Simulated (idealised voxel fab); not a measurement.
This is a process module. Its name is voxel capacitor over wiring.
Each square cell in cross-section cut measures 5 nm, and the section as a whole is 270 nm wide.
In what follows, cross-sections appear as grids of square cells, described through bands that run from the top down, where every band is one or more rows of cells.
Band: top height; bottom height; in nm. Then, left to right: material with width in nm, for each material. "edge to edge": a single material spanning edge to edge. "air": empty space.
Height is counted from the level 0, under which the received wafer is composed throughout of one material. The lowest of the bands is not closed at the bottom but continues downward, in the notation "0 down".
Graded width ("30->40"): value in top row of band = first number; value in bottom row = second number; row-to-row change constant.
"remained the same" (step): cross-section cells unchanged, all of them.
"Sealed void listing" contains a list of empty spaces, each no smaller than 8 cells and without an open way to the top, written in the form width x height at distance with the distance from the left edge and all three in nm.
On each step's line, the part that comes after the settings is the simulator's own comment on the step.
overlay nm: mask offset rightward from planned place, masked step; negative means leftward offset.
-- Planned process steps
1) RECEIVE,material Si
2) CONFORMAL_DEP,material SiO2,thk nm 15
3) CONFORMAL_DEP,material SiN,thk nm 5
4) DIRECTIONAL_DEP,material lowk,thk nm 15
5) PATTERN,tone open,mask id METAL_1,material resist,width nm 25,pitch nm 85,thk nm 15,overlay nm 0
6) DIRECTIONAL_ETCH,etch materials lowk,depth nm 15
7) DIRECTIONAL_ETCH,etch materials SiN,depth nm 5
8) STRIP,etch materials resist
9) CONFORMAL_DEP,material TiN,thk nm 5
10) FILL_DEP,material Cu,thk nm 10
11) CMP,height nm 35
12) CONFORMAL_DEP,material SiCN,thk nm 5
13) DIRECTIONAL_DEP,material lowk,thk nm 20
14) PATTERN,tone open,mask id PLUG_1,material resist,width nm 15,thk nm 15,overlay nm 0
15) DIRECTIONAL_ETCH,etch materials lowk,depth nm 20
16) DIRECTIONAL_ETCH,etch materials SiCN,depth nm 5
17) STRIP,etch materials resist
18) EPI,material Ru,thk nm 10
19) EPI,material Ru,thk nm 10
20) EPI,material Ru,thk nm 5
21) DIRECTIONAL_DEP,material TiN,thk nm 5
22) DIRECTIONAL_DEP,material HfO2,thk nm 5
23) DIRECTIONAL_DEP,material TiN,thk nm 10
24) DIRECTIONAL_DEP,material aC,thk nm 10
25) PATTERN,tone cover,mask id UPPER_PLATE,material resist,width nm 65,thk nm 30,overlay nm 0
26) DIRECTIONAL_ETCH,etch materials aC,depth nm 10
27) STRIP,etch materials resist
28) DIRECTIONAL_ETCH,etch materials TiN,depth nm 10
29) DIRECTIONAL_ETCH,etch materials HfO2,depth nm 5
30) STRIP,etch materials aC
31) DIRECTIONAL_DEP,material aC,thk nm 15
32) PATTERN,tone cover,mask id LOWER_PLATE,material resist,width nm 75,thk nm 35,overlay nm 0
33) DIRECTIONAL_ETCH,etch materials aC,depth nm 15
34) STRIP,etch materials resist
35) DIRECTIONAL_ETCH,etch materials TiN,depth nm 5
36) STRIP,etch materials aC
37) FILL_DEP,material SiO2,thk nm 20
38) CMP,height nm 95
39) DIRECTIONAL_DEP,material aC,thk nm 10
40) PATTERN,tone open,mask id PLUG_2,material resist,width nm 15,thk nm 25,overlay nm 0
41) DIRECTIONAL_ETCH,etch materials aC,depth nm 10
42) STRIP,etch materials resist
43) DIRECTIONAL_ETCH,etch materials SiO2,depth nm 15
44) STRIP,etch materials aC
45) CONFORMAL_DEP,material TiN,thk nm 5
46) FILL_DEP,material Cu,thk nm 5
47) CMP,height nm 95
48) CONFORMAL_DEP,material SiCN,thk nm 5
-- First wafer of two (run as planned)
-- Step 1 complete: cross-section of the wafer as received
0 down | Si edge to edge
Sealed void listing: none
-- Presented here is a cross-section of the wafer after step 2 has been performed
15 to 0 | SiO2 edge to edge
Heights below 0 show no change.
-- Presented here is a cross-section of the wafer after step 3 has been performed
20 to 15 | SiN edge to edge
Heights below 15 show no change.
-- Presented here is a cross-section of the wafer after step 4 has been performed
35 to 20 | lowk edge to edge
Heights below 20 show no change.
-- Presented here is a cross-section of the wafer after step 5 has been performed
50 to 35 | resist 80 nm, air 25 nm, resist 60 nm, air 25 nm, resist 80 nm
Heights below 35 show no change.
-- Presented here is a cross-section of the wafer after step 6 has been performed
50 to 35 | resist 80 nm, air 25 nm, resist 60 nm, air 25 nm, resist 80 nm
35 to 20 | lowk 80 nm, air 25 nm, lowk 60 nm, air 25 nm, lowk 80 nm
Heights below 20 show no change.
-- Presented here is a cross-section of the wafer after step 7 has been performed
50 to 35 | resist 80 nm, air 25 nm, resist 60 nm, air 25 nm, resist 80 nm
35 to 20 | lowk 80 nm, air 25 nm, lowk 60 nm, air 25 nm, lowk 80 nm
20 to 15 | SiN 80 nm, air 25 nm, SiN 60 nm, air 25 nm, SiN 80 nm
Heights below 15 show no change.
-- Presented here is a cross-section of the wafer after step 8 has been performed
35 to 20 | lowk 80 nm, air 25 nm, lowk 60 nm, air 25 nm, lowk 80 nm
Heights below 20 show no change.
-- Presented here is a cross-section of the wafer after step 9 has been performed
40 to 35 | TiN 85 nm, air 15 nm, TiN 70 nm, air 15 nm, TiN 85 nm
35 to 20 | lowk 80 nm, TiN 5 nm, air 15 nm, TiN 5 nm, lowk 60 nm, TiN 5 nm, air 15 nm, TiN 5 nm, lowk 80 nm
20 to 15 | SiN 80 nm, TiN 25 nm, SiN 60 nm, TiN 25 nm, SiN 80 nm
Heights below 15 show no change.
-- Presented here is a cross-section of the wafer after step 10 has been performed
50 to 40 | Cu edge to edge
40 to 35 | TiN 85 nm, Cu 15 nm, TiN 70 nm, Cu 15 nm, TiN 85 nm
35 to 20 | lowk 80 nm, TiN 5 nm, Cu 15 nm, TiN 5 nm, lowk 60 nm, TiN 5 nm, Cu 15 nm, TiN 5 nm, lowk 80 nm
Heights below 20 show no change.
-- Presented here is a cross-section of the wafer after step 11 has been performed
35 to 20 | lowk 80 nm, TiN 5 nm, Cu 15 nm, TiN 5 nm, lowk 60 nm, TiN 5 nm, Cu 15 nm, TiN 5 nm, lowk 80 nm
Heights below 20 show no change.
-- Presented here is a cross-section of the wafer after step 12 has been performed
40 to 35 | SiCN edge to edge
Heights below 35 show no change.
-- Presented here is a cross-section of the wafer after step 13 has been performed
60 to 40 | lowk edge to edge
Heights below 40 show no change.
-- Presented here is a cross-section of the wafer after step 14 has been performed
75 to 60 | resist 90 nm, air 15 nm, resist 165 nm
Heights below 60 show no change.
-- Presented here is a cross-section of the wafer after step 15 has been performed
75 to 60 | resist 90 nm, air 15 nm, resist 165 nm
60 to 40 | lowk 90 nm, air 15 nm, lowk 165 nm
Heights below 40 show no change.
-- Presented here is a cross-section of the wafer after step 16 has been performed
75 to 60 | resist 90 nm, air 15 nm, resist 165 nm
60 to 40 | lowk 90 nm, air 15 nm, lowk 165 nm
40 to 35 | SiCN 90 nm, air 15 nm, SiCN 165 nm
Heights below 35 show no change.
-- Presented here is a cross-section of the wafer after step 17 has been performed
60 to 40 | lowk 90 nm, air 15 nm, lowk 165 nm
Heights below 40 show no change.
-- Presented here is a cross-section of the wafer after step 18 has been performed
60 to 45 | lowk 90 nm, air 15 nm, lowk 165 nm
45 to 40 | lowk 90 nm, Ru 15 nm, lowk 165 nm
40 to 35 | SiCN 90 nm, Ru 15 nm, SiCN 165 nm
Heights below 35 show no change.
-- Presented here is a cross-section of the wafer after step 19 has been performed
60 to 55 | lowk 90 nm, air 15 nm, lowk 165 nm
55 to 40 | lowk 90 nm, Ru 15 nm, lowk 165 nm
Heights below 40 show no change.
-- Presented here is a cross-section of the wafer after step 20 has been performed
60 to 40 | lowk 90 nm, Ru 15 nm, lowk 165 nm
Heights below 40 show no change.
-- Presented here is a cross-section of the wafer after step 21 has been performed
65 to 60 | TiN edge to edge
Heights below 60 show no change.
-- Presented here is a cross-section of the wafer after step 22 has been performed
70 to 65 | HfO2 edge to edge
Heights below 65 show no change.
-- Presented here is a cross-section of the wafer after step 23 has been performed
80 to 70 | TiN edge to edge
Heights below 70 show no change.
-- Presented here is a cross-section of the wafer after step 24 has been performed
90 to 80 | aC edge to edge
Heights below 80 show no change.
-- Presented here is a cross-section of the wafer after step 25 has been performed
120 to 90 | air 90 nm, resist 65 nm, air 115 nm
Heights below 90 show no change.
-- Presented here is a cross-section of the wafer after step 26 has been performed
110 to 90 | air 90 nm, resist 65 nm, air 115 nm
90 to 80 | air 90 nm, aC 65 nm, air 115 nm
Heights below 80 show no change.
-- Presented here is a cross-section of the wafer after step 27 has been performed
90 to 80 | air 90 nm, aC 65 nm, air 115 nm
Heights below 80 show no change.
-- Presented here is a cross-section of the wafer after step 28 has been performed
90 to 80 | air 90 nm, aC 65 nm, air 115 nm
80 to 70 | air 90 nm, TiN 65 nm, air 115 nm
Heights below 70 show no change.
-- Presented here is a cross-section of the wafer after step 29 has been performed
90 to 80 | air 90 nm, aC 65 nm, air 115 nm
80 to 70 | air 90 nm, TiN 65 nm, air 115 nm
70 to 65 | air 90 nm, HfO2 65 nm, air 115 nm
Heights below 65 show no change.
-- Presented here is a cross-section of the wafer after step 30 has been performed
80 to 70 | air 90 nm, TiN 65 nm, air 115 nm
Heights below 70 show no change.
-- Presented here is a cross-section of the wafer after step 31 has been performed
95 to 80 | air 90 nm, aC 65 nm, air 115 nm
80 to 70 | aC 90 nm, TiN 65 nm, aC 115 nm
70 to 65 | aC 90 nm, HfO2 65 nm, aC 115 nm
Heights below 65 show no change.
-- Presented here is a cross-section of the wafer after step 32 has been performed
130 to 95 | air 85 nm, resist 75 nm, air 110 nm
95 to 80 | air 85 nm, resist 5 nm, aC 65 nm, resist 5 nm, air 110 nm
Heights below 80 show no change.
-- Presented here is a cross-section of the wafer after step 33 has been performed
115 to 95 | air 85 nm, resist 75 nm, air 110 nm
95 to 80 | air 85 nm, resist 5 nm, aC 65 nm, resist 5 nm, air 110 nm
80 to 70 | air 85 nm, aC 5 nm, TiN 65 nm, aC 5 nm, air 110 nm
70 to 65 | air 85 nm, aC 5 nm, HfO2 65 nm, aC 5 nm, air 110 nm
Heights below 65 show no change.
-- Presented here is a cross-section of the wafer after step 34 has been performed
95 to 80 | air 90 nm, aC 65 nm, air 115 nm
Heights below 80 show no change.
-- Presented here is a cross-section of the wafer after step 35 has been performed
95 to 80 | air 90 nm, aC 65 nm, air 115 nm
80 to 70 | air 85 nm, aC 5 nm, TiN 65 nm, aC 5 nm, air 110 nm
70 to 65 | air 85 nm, aC 5 nm, HfO2 65 nm, aC 5 nm, air 110 nm
65 to 60 | air 85 nm, TiN 75 nm, air 110 nm
Heights below 60 show no change.
-- Presented here is a cross-section of the wafer after step 36 has been performed
80 to 70 | air 90 nm, TiN 65 nm, air 115 nm
70 to 65 | air 90 nm, HfO2 65 nm, air 115 nm
Heights below 65 show no change.
-- Presented here is a cross-section of the wafer after step 37 has been performed
100 to 80 | SiO2 edge to edge
80 to 70 | SiO2 90 nm, TiN 65 nm, SiO2 115 nm
70 to 65 | SiO2 90 nm, HfO2 65 nm, SiO2 115 nm
65 to 60 | SiO2 85 nm, TiN 75 nm, SiO2 110 nm
Heights below 60 show no change.
-- Presented here is a cross-section of the wafer after step 38 has been performed
95 to 80 | SiO2 edge to edge
Heights below 80 show no change.
-- Presented here is a cross-section of the wafer after step 39 has been performed
105 to 95 | aC edge to edge
Heights below 95 show no change.
-- Presented here is a cross-section of the wafer after step 40 has been performed
130 to 105 | resist 100 nm, air 15 nm, resist 155 nm
Heights below 105 show no change.
-- Presented here is a cross-section of the wafer after step 41 has been performed
120 to 105 | resist 100 nm, air 15 nm, resist 155 nm
105 to 95 | aC 100 nm, air 15 nm, aC 155 nm
Heights below 95 show no change.
-- Presented here is a cross-section of the wafer after step 42 has been performed
105 to 95 | aC 100 nm, air 15 nm, aC 155 nm
Heights below 95 show no change.
-- Presented here is a cross-section of the wafer after step 43 has been performed
105 to 95 | aC 100 nm, air 15 nm, aC 155 nm
95 to 80 | SiO2 100 nm, air 15 nm, SiO2 155 nm
Heights below 80 show no change.
-- Presented here is a cross-section of the wafer after step 44 has been performed
95 to 80 | SiO2 100 nm, air 15 nm, SiO2 155 nm
Heights below 80 show no change.
-- Presented here is a cross-section of the wafer after step 45 has been performed
100 to 95 | TiN 105 nm, air 5 nm, TiN 160 nm
95 to 85 | SiO2 100 nm, TiN 5 nm, air 5 nm, TiN 5 nm, SiO2 155 nm
85 to 80 | SiO2 100 nm, TiN 15 nm, SiO2 155 nm
Heights below 80 show no change.
-- Presented here is a cross-section of the wafer after step 46 has been performed
105 to 100 | Cu edge to edge
100 to 95 | TiN 105 nm, Cu 5 nm, TiN 160 nm
95 to 85 | SiO2 100 nm, TiN 5 nm, Cu 5 nm, TiN 5 nm, SiO2 155 nm
Heights below 85 show no change.
-- Presented here is a cross-section of the wafer after step 47 has been performed
95 to 85 | SiO2 100 nm, TiN 5 nm, Cu 5 nm, TiN 5 nm, SiO2 155 nm
Heights below 85 show no change.
-- Presented here is a cross-section of the wafer after step 48 has been performed
100 to 95 | SiCN edge to edge
Heights below 95 show no change.
-- second wafer: like start, like plan, one mistake. Through step 46 it matches the first wafer
-- Second wafer cross-section, taken as of the time the plan sets for step 47 to be done
90 to 85 | SiO2 100 nm, TiN 5 nm, Cu 5 nm, TiN 5 nm, SiO2 155 nm
Heights below 85 show no change.
-- Second wafer cross-section, taken as of the time the plan sets for step 48 to be done
95 to 90 | SiCN edge to edge
Heights below 90 show no change.
what went wrong: in deviation from the planned setting, step 47 was conducted as CMP,height nm 90
At the finish, the second wafer shows more or fewer cells for some materials than the first does: -1 Cu | -51 SiO2 | -2 TiN
